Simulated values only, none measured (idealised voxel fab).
process module | voxel self aligned contacts
The width of the displayed cross-section, cut, is 185 nm; its cells are square, with a size of 5 nm.
Cross-section, as written here: a square-cell grid given band by band from the top down, where a band holds one or more rows of cells.
Top, bottom (nm), then materials left to right with widths (nm); lone material tagged "all across" fills the whole band edge to edge; "air" = empty space.
Height is counted from the level 0, under which the received wafer is composed throughout of one material. The lowest of the bands is not closed at the bottom but continues downward, in the notation "0 and below".
Note: "30->40" means the width goes from the first number (top row of the band) to the second number (bottom row) in equal steps per row of cells.
The designation "no modification", where it is given for a processing step, indicates that no cell of the cross-section was altered in the course of that step.
Empty spaces counting at least 8 cells and having no open way to the top are listed in "Closed cavity list". The notation width x height at distance is used for each, the distance being from the left edge and all three values in nm.
Step line, after settings: the simulator's comment on this step.
What "overlay nm" on a step's line means: if the step has a mask, that mask lay this far to the right of its planned place, or, when the value is negative, to the left.
[Steps in the process plan]
| 1 | op RECEIVE | material Si |
| 2 | op CONFORMAL_DEP | material SiO2 | thk nm 5 |
| 3 | op DIRECTIONAL_DEP | material polySi | thk nm 30 |
| 4 | op DIRECTIONAL_DEP | material SiN | thk nm 20 |
| 5 | op PATTERN | tone cover | mask id GATE | material resist | width nm 25 | pitch nm 60 | thk nm 20 | overlay nm 0 |
| 6 | op DIRECTIONAL_ETCH | etch materials SiN | depth nm 20 |
| 7 | op DIRECTIONAL_ETCH | etch materials polySi | depth nm 30 |
| 8 | op STRIP | etch materials resist |
| 9 | op CONFORMAL_DEP | material SiN | thk nm 10 |
| 10 | op DIRECTIONAL_ETCH | etch materials SiN | depth nm 10 |
| 11 | op FILL_DEP | material SiO2 | thk nm 20 |
| 12 | op CMP | height nm 65 |
| 13 | op PATTERN | tone open | mask id CONTACT | material resist | width nm 45 | thk nm 15 | overlay nm 0 |
| 14 | op DIRECTIONAL_ETCH | etch materials SiO2 | depth nm 65 |
| 15 | op STRIP | etch materials resist |
| 16 | op CONFORMAL_DEP | material TiN | thk nm 5 |
| 17 | op FILL_DEP | material W | thk nm 5 |
| 18 | op CMP | height nm 65 |
| 19 | op CONFORMAL_DEP | material SiCN | thk nm 5 |
[Of two wafers, the first: run according to plan]
[Cross-section, incoming material, after step 1]
    0 and below: Si all across
    Closed cavity list: none
[Step 2 complete: cross-section through the wafer]
    5 down to 0: SiO2 all across
    No changes below 0.
[Step 3 complete: cross-section through the wafer]
    35 down to 5: polySi all across
    No changes below 5.
[Step 4 complete: cross-section through the wafer]
    55 down to 35: SiN all across
    No changes below 35.
[Step 5 complete: cross-section through the wafer]
    75 down to 55: air=50 / resist=25 / air=35 / resist=25 / air=50
    No changes below 55.
[Step 6 complete: cross-section through the wafer]
    75 down to 55: air=50 / resist=25 / air=35 / resist=25 / air=50
    55 down to 35: air=50 / SiN=25 / air=35 / SiN=25 / air=50
    No changes below 35.
[Step 7 complete: cross-section through the wafer]
    75 down to 55: air=50 / resist=25 / air=35 / resist=25 / air=50
    55 down to 35: air=50 / SiN=25 / air=35 / SiN=25 / air=50
    35 down to 5: air=50 / polySi=25 / air=35 / polySi=25 / air=50
    No changes below 5.
[Step 8 complete: cross-section through the wafer]
    55 down to 35: air=50 / SiN=25 / air=35 / SiN=25 / air=50
    No changes below 35.
[Step 9 complete: cross-section through the wafer]
    65 down to 35: air=40 / SiN=45 / air=15 / SiN=45 / air=40
    35 down to 15: air=40 / SiN=10 / polySi=25 / SiN=10 / air=15 / SiN=10 / polySi=25 / SiN=10 / air=40
    15 down to 5: SiN=50 / polySi=25 / SiN=35 / polySi=25 / SiN=50
    No changes below 5.
[Step 10 complete: cross-section through the wafer]
    55 down to 35: air=40 / SiN=45 / air=15 / SiN=45 / air=40
    35 down to 5: air=40 / SiN=10 / polySi=25 / SiN=10 / air=15 / SiN=10 / polySi=25 / SiN=10 / air=40
    No changes below 5.
[Step 11 complete: cross-section through the wafer]
    75 down to 55: SiO2 all across
    55 down to 35: SiO2=40 / SiN=45 / SiO2=15 / SiN=45 / SiO2=40
    35 down to 5: SiO2=40 / SiN=10 / polySi=25 / SiN=10 / SiO2=15 / SiN=10 / polySi=25 / SiN=10 / SiO2=40
    No changes below 5.
[Step 12 complete: cross-section through the wafer]
    65 down to 55: SiO2 all across
    No changes below 55.
[Step 13 complete: cross-section through the wafer]
    80 down to 65: resist=70 / air=45 / resist=70
    No changes below 65.
[Step 14 complete: cross-section through the wafer]
    80 down to 65: resist=70 / air=45 / resist=70
    65 down to 55: SiO2=70 / air=45 / SiO2=70
    55 down to 35: SiO2=40 / SiN=45 / air=15 / SiN=45 / SiO2=40
    35 down to 5: SiO2=40 / SiN=10 / polySi=25 / SiN=10 / air=15 / SiN=10 / polySi=25 / SiN=10 / SiO2=40
    5 down to 0: SiO2=85 / air=15 / SiO2=85
    No changes below 0.
[Step 15 complete: cross-section through the wafer]
    65 down to 55: SiO2=70 / air=45 / SiO2=70
    No changes below 55.
[Step 16 complete: cross-section through the wafer]
    70 down to 65: TiN=75 / air=35 / TiN=75
    65 down to 55: SiO2=70 / TiN=5->20 / air=35->5 / TiN=5->20 / SiO2=70
    55 down to 35: SiO2=40 / SiN=45 / TiN=5 / air=5 / TiN=5 / SiN=45 / SiO2=40
    35 down to 5: SiO2=40 / SiN=10 / polySi=25 / SiN=10 / TiN=5 / air=5 / TiN=5 / SiN=10 / polySi=25 / SiN=10 / SiO2=40
    5 down to 0: SiO2=85 / TiN=15 / SiO2=85
    No changes below 0.
[Step 17 complete: cross-section through the wafer]
    75 down to 70: W all across
    70 down to 65: TiN=75 / W=35 / TiN=75
    65 down to 55: SiO2=70 / TiN=5->20 / W=35->5 / TiN=5->20 / SiO2=70
    55 down to 35: SiO2=40 / SiN=45 / TiN=5 / W=5 / TiN=5 / SiN=45 / SiO2=40
    35 down to 5: SiO2=40 / SiN=10 / polySi=25 / SiN=10 / TiN=5 / W=5 / TiN=5 / SiN=10 / polySi=25 / SiN=10 / SiO2=40
    No changes below 5.
[Step 18 complete: cross-section through the wafer]
    65 down to 55: SiO2=70 / TiN=5->20 / W=35->5 / TiN=5->20 / SiO2=70
    No changes below 55.
[Step 19 complete: cross-section through the wafer]
    70 down to 65: SiCN all across
    No changes below 65.
[Second wafer, same starting conditions and recipe as the first, one mistake in executing it, nothing differs from the first up to and including step 5]
[Cross-sectional representation of the second wafer at the time designated in the plan for the completion of step 6]
    75 down to 55: air=50 / resist=25 / air=35 / resist=25 / air=50
    55 down to 40: air=50 / SiN=25 / air=35 / SiN=25 / air=50
    No changes below 40.
Cross-sectional representation of the second wafer at the time designated in the plan for the completion of step 7: no modification
[Cross-sectional representation of the second wafer at the time designated in the plan for the completion of step 8]
    55 down to 40: air=50 / SiN=25 / air=35 / SiN=25 / air=50
    No changes below 40.
[Cross-sectional representation of the second wafer at the time designated in the plan for the completion of step 9]
    65 down to 50: air=40 / SiN=45 / air=15 / SiN=45 / air=40
    50 down to 35: SiN all across
    No changes below 35.
[Cross-sectional representation of the second wafer at the time designated in the plan for the completion of step 10]
    55 down to 40: air=40 / SiN=45 / air=15 / SiN=45 / air=40
    No changes below 40.
[Cross-sectional representation of the second wafer at the time designated in the plan for the completion of step 11]
    75 down to 55: SiO2 all across
    55 down to 40: SiO2=40 / SiN=45 / SiO2=15 / SiN=45 / SiO2=40
    No changes below 40.
[Cross-sectional representation of the second wafer at the time designated in the plan for the completion of step 12]
    65 down to 55: SiO2 all across
    No changes below 55.
[Cross-sectional representation of the second wafer at the time designated in the plan for the completion of step 13]
    80 down to 65: resist=70 / air=45 / resist=70
    No changes below 65.
[Cross-sectional representation of the second wafer at the time designated in the plan for the completion of step 14]
    80 down to 65: resist=70 / air=45 / resist=70
    65 down to 55: SiO2=70 / air=45 / SiO2=70
    55 down to 40: SiO2=40 / SiN=45 / air=15 / SiN=45 / SiO2=40
    No changes below 40.
[Cross-sectional representation of the second wafer at the time designated in the plan for the completion of step 15]
    65 down to 55: SiO2=70 / air=45 / SiO2=70
    No changes below 55.
[Cross-sectional representation of the second wafer at the time designated in the plan for the completion of step 16]
    70 down to 65: TiN=75 / air=35 / TiN=75
    65 down to 55: SiO2=70 / TiN=5->20 / air=35->5 / TiN=5->20 / SiO2=70
    55 down to 45: SiO2=40 / SiN=45 / TiN=5 / air=5 / TiN=5 / SiN=45 / SiO2=40
    45 down to 40: SiO2=40 / SiN=45 / TiN=15 / SiN=45 / SiO2=40
    No changes below 40.
[Cross-sectional representation of the second wafer at the time designated in the plan for the completion of step 17]
    75 down to 70: W all across
    70 down to 65: TiN=75 / W=35 / TiN=75
    65 down to 55: SiO2=70 / TiN=5->20 / W=35->5 / TiN=5->20 / SiO2=70
    55 down to 45: SiO2=40 / SiN=45 / TiN=5 / W=5 / TiN=5 / SiN=45 / SiO2=40
    No changes below 45.
[Cross-sectional representation of the second wafer at the time designated in the plan for the completion of step 18]
    65 down to 55: SiO2=70 / TiN=5->20 / W=35->5 / TiN=5->20 / SiO2=70
    No changes below 55.
[Cross-sectional representation of the second wafer at the time designated in the plan for the completion of step 19]
    70 down to 65: SiCN all across
    No changes below 65.
Plan not followed: step 6 did not happen as planned, as run it was op DIRECTIONAL_ETCH | etch materials SiN | depth nm 15
Cell-count delta at end, second wafer over first, by material: SiN -29, SiO2 -109, TiN -16, W -8, polySi +162
